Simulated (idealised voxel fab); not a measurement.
process module | voxel capacitor over wiring
The cross-section on display is named cut; it measures 200 nm wide, and its cells are 5 nm squares.
Cross-section spec: square-cell grid; bands listed top down; each band is one or more rows.
Each band's line starts with the height of the band's top and of its bottom, in nm. Then come its materials from left to right, each with its width in nm. One material with "everywhere" fills the band from edge to edge. "blank" is empty space.
Measure heights from 0. That's the level where, below it, the as-received wafer is all one material. The lowest band is bottomless and extends downward; write it as in "0..down".
Quick explanation for "30->40": the width changes in equal steps down the rows of cells, from the first number in the band's top row to the second number in its bottom row.
Given "left unchanged" for a step, no cell of the cross-section differs between before and after that step.
The entry titled "Closed void table" provides the empty spaces that have no open way to the top, restricted to those of 8 cells or more. Each is presented as width x height at distance, the distance being measured from the left edge, with all three in nm.
after a step's settings: what the simulator itself notes on the step
On any step carrying a mask, the "overlay nm" setting, if present on the step's line, tells how far right of its planned place the mask lay; negative values point to the left.
-- Set out below are the planned steps of the process
| 1 | op RECEIVE | material Si |
| 2 | op CONFORMAL_DEP | material SiO2 | thk nm 15 |
| 3 | op DIRECTIONAL_DEP | material TiN | thk nm 5 |
| 4 | op DIRECTIONAL_DEP | material Ru | thk nm 20 |
| 5 | op MASKED_ETCH | tone cover | mask id METAL_1 | width nm 20 | pitch nm 90 | etch materials Ru | depth nm 20 | overlay nm 0 |
| 6 | op MASKED_ETCH | tone cover | mask id METAL_1 | width nm 20 | pitch nm 90 | etch materials TiN | depth nm 5 | overlay nm 0 |
| 7 | op FILL_DEP | material SiO2 | thk nm 10 |
| 8 | op CMP | height nm 40 |
| 9 | op CONFORMAL_DEP | material SiCN | thk nm 5 |
| 10 | op DIRECTIONAL_DEP | material lowk | thk nm 15 |
| 11 | op MASKED_ETCH | tone open | mask id PLUG_1 | width nm 15 | etch materials lowk | depth nm 15 | overlay nm 0 |
| 12 | op MASKED_ETCH | tone open | mask id PLUG_1 | width nm 15 | etch materials SiCN | depth nm 5 | overlay nm 0 |
| 13 | op EPI | material Ru | thk nm 10 |
| 14 | op EPI | material Ru | thk nm 10 |
| 15 | op DIRECTIONAL_DEP | material TiN | thk nm 10 |
| 16 | op DIRECTIONAL_DEP | material SiN | thk nm 5 |
| 17 | op DIRECTIONAL_DEP | material TiN | thk nm 10 |
| 18 | op DIRECTIONAL_DEP | material aC | thk nm 15 |
| 19 | op PATTERN | tone cover | mask id UPPER_PLATE | material resist | width nm 75 | thk nm 30 | overlay nm 0 |
| 20 | op DIRECTIONAL_ETCH | etch materials aC | depth nm 15 |
| 21 | op STRIP | etch materials resist |
| 22 | op DIRECTIONAL_ETCH | etch materials TiN | depth nm 10 |
| 23 | op DIRECTIONAL_ETCH | etch materials SiN | depth nm 5 |
| 24 | op STRIP | etch materials aC |
| 25 | op MASKED_ETCH | tone cover | mask id LOWER_PLATE | width nm 85 | etch materials TiN | depth nm 10 | overlay nm 0 |
| 26 | op FILL_DEP | material SiO2 | thk nm 20 |
| 27 | op CMP | height nm 100 |
| 28 | op PATTERN | tone open | mask id PLUG_2 | material resist | width nm 15 | thk nm 15 | overlay nm 0 |
| 29 | op DIRECTIONAL_ETCH | etch materials SiO2 | depth nm 15 |
| 30 | op STRIP | etch materials resist |
| 31 | op CONFORMAL_DEP | material TiN | thk nm 5 |
| 32 | op FILL_DEP | material W | thk nm 10 |
| 33 | op CMP | height nm 100 |
| 34 | op CONFORMAL_DEP | material SiCN | thk nm 5 |
-- The first of two wafers, run as planned
-- Step 1 complete: cross-section of the wafer as received
0..down  Si everywhere
Closed void table: none
-- After step 2: wafer cross-section
15..0  SiO2 everywhere
Unchanged below 0.
-- After step 3: wafer cross-section
20..15  TiN everywhere
Unchanged below 15.
-- After step 4: wafer cross-section
40..20  Ru everywhere
Unchanged below 20.
-- After step 5: wafer cross-section
40..20  blank: 45; Ru: 20; blank: 70; Ru: 20; blank: 45
Unchanged below 20.
-- After step 6: wafer cross-section
40..20  blank: 45; Ru: 20; blank: 70; Ru: 20; blank: 45
20..15  blank: 45; TiN: 20; blank: 70; TiN: 20; blank: 45
Unchanged below 15.
-- After step 7: wafer cross-section
50..40  SiO2 everywhere
40..20  SiO2: 45; Ru: 20; SiO2: 70; Ru: 20; SiO2: 45
20..15  SiO2: 45; TiN: 20; SiO2: 70; TiN: 20; SiO2: 45
Unchanged below 15.
-- After step 8: wafer cross-section
40..20  SiO2: 45; Ru: 20; SiO2: 70; Ru: 20; SiO2: 45
Unchanged below 20.
-- After step 9: wafer cross-section
45..40  SiCN everywhere
Unchanged below 40.
-- After step 10: wafer cross-section
60..45  lowk everywhere
Unchanged below 45.
-- After step 11: wafer cross-section
60..45  lowk: 50; blank: 15; lowk: 135
Unchanged below 45.
-- After step 12: wafer cross-section
60..45  lowk: 50; blank: 15; lowk: 135
45..40  SiCN: 50; blank: 15; SiCN: 135
Unchanged below 40.
-- After step 13: wafer cross-section
60..50  lowk: 50; blank: 15; lowk: 135
50..45  lowk: 50; Ru: 15; lowk: 135
45..40  SiCN: 50; Ru: 15; SiCN: 135
Unchanged below 40.
-- After step 14: wafer cross-section
60..45  lowk: 50; Ru: 15; lowk: 135
Unchanged below 45.
-- After step 15: wafer cross-section
70..60  TiN everywhere
Unchanged below 60.
-- After step 16: wafer cross-section
75..70  SiN everywhere
Unchanged below 70.
-- After step 17: wafer cross-section
85..75  TiN everywhere
Unchanged below 75.
-- After step 18: wafer cross-section
100..85  aC everywhere
Unchanged below 85.
-- After step 19: wafer cross-section
130..100  blank: 50; resist: 75; blank: 75
Unchanged below 100.
-- After step 20: wafer cross-section
115..100  blank: 50; resist: 75; blank: 75
100..85  blank: 50; aC: 75; blank: 75
Unchanged below 85.
-- After step 21: wafer cross-section
100..85  blank: 50; aC: 75; blank: 75
Unchanged below 85.
-- After step 22: wafer cross-section
100..85  blank: 50; aC: 75; blank: 75
85..75  blank: 50; TiN: 75; blank: 75
Unchanged below 75.
-- After step 23: wafer cross-section
100..85  blank: 50; aC: 75; blank: 75
85..75  blank: 50; TiN: 75; blank: 75
75..70  blank: 50; SiN: 75; blank: 75
Unchanged below 70.
-- After step 24: wafer cross-section
85..75  blank: 50; TiN: 75; blank: 75
Unchanged below 75.
-- After step 25: wafer cross-section
85..75  blank: 50; TiN: 75; blank: 75
75..70  blank: 50; SiN: 75; blank: 75
70..60  blank: 45; TiN: 85; blank: 70
Unchanged below 60.
-- After step 26: wafer cross-section
105..85  SiO2 everywhere
85..75  SiO2: 50; TiN: 75; SiO2: 75
75..70  SiO2: 50; SiN: 75; SiO2: 75
70..60  SiO2: 45; TiN: 85; SiO2: 70
Unchanged below 60.
-- After step 27: wafer cross-section
100..85  SiO2 everywhere
Unchanged below 85.
-- After step 28: wafer cross-section
115..100  resist: 60; blank: 15; resist: 125
Unchanged below 100.
-- After step 29: wafer cross-section
115..100  resist: 60; blank: 15; resist: 125
100..85  SiO2: 60; blank: 15; SiO2: 125
Unchanged below 85.
-- After step 30: wafer cross-section
100..85  SiO2: 60; blank: 15; SiO2: 125
Unchanged below 85.
-- After step 31: wafer cross-section
105..100  TiN: 65; blank: 5; TiN: 130
100..90  SiO2: 60; TiN: 5; blank: 5; TiN: 5; SiO2: 125
90..85  SiO2: 60; TiN: 15; SiO2: 125
Unchanged below 85.
-- After step 32: wafer cross-section
115..105  W everywhere
105..100  TiN: 65; W: 5; TiN: 130
100..90  SiO2: 60; TiN: 5; W: 5; TiN: 5; SiO2: 125
Unchanged below 90.
-- After step 33: wafer cross-section
100..90  SiO2: 60; TiN: 5; W: 5; TiN: 5; SiO2: 125
Unchanged below 90.
-- After step 34: wafer cross-section
105..100  SiCN everywhere
Unchanged below 100.
-- Second wafer, same starting state and plan as the first, one mistake in the run, identical through step 32
Second wafer at the planned finish of step 33, seen in cross-section: left unchanged
-- Second wafer at the planned finish of step 34, seen in cross-section
120..115  SiCN everywhere
Unchanged below 115.
Error vs. plan: the plan's step 33 went unexecuted, having been skipped
End check, counted in cells, second wafer has more or fewer of these materials than the first: +39 TiN | +81 W
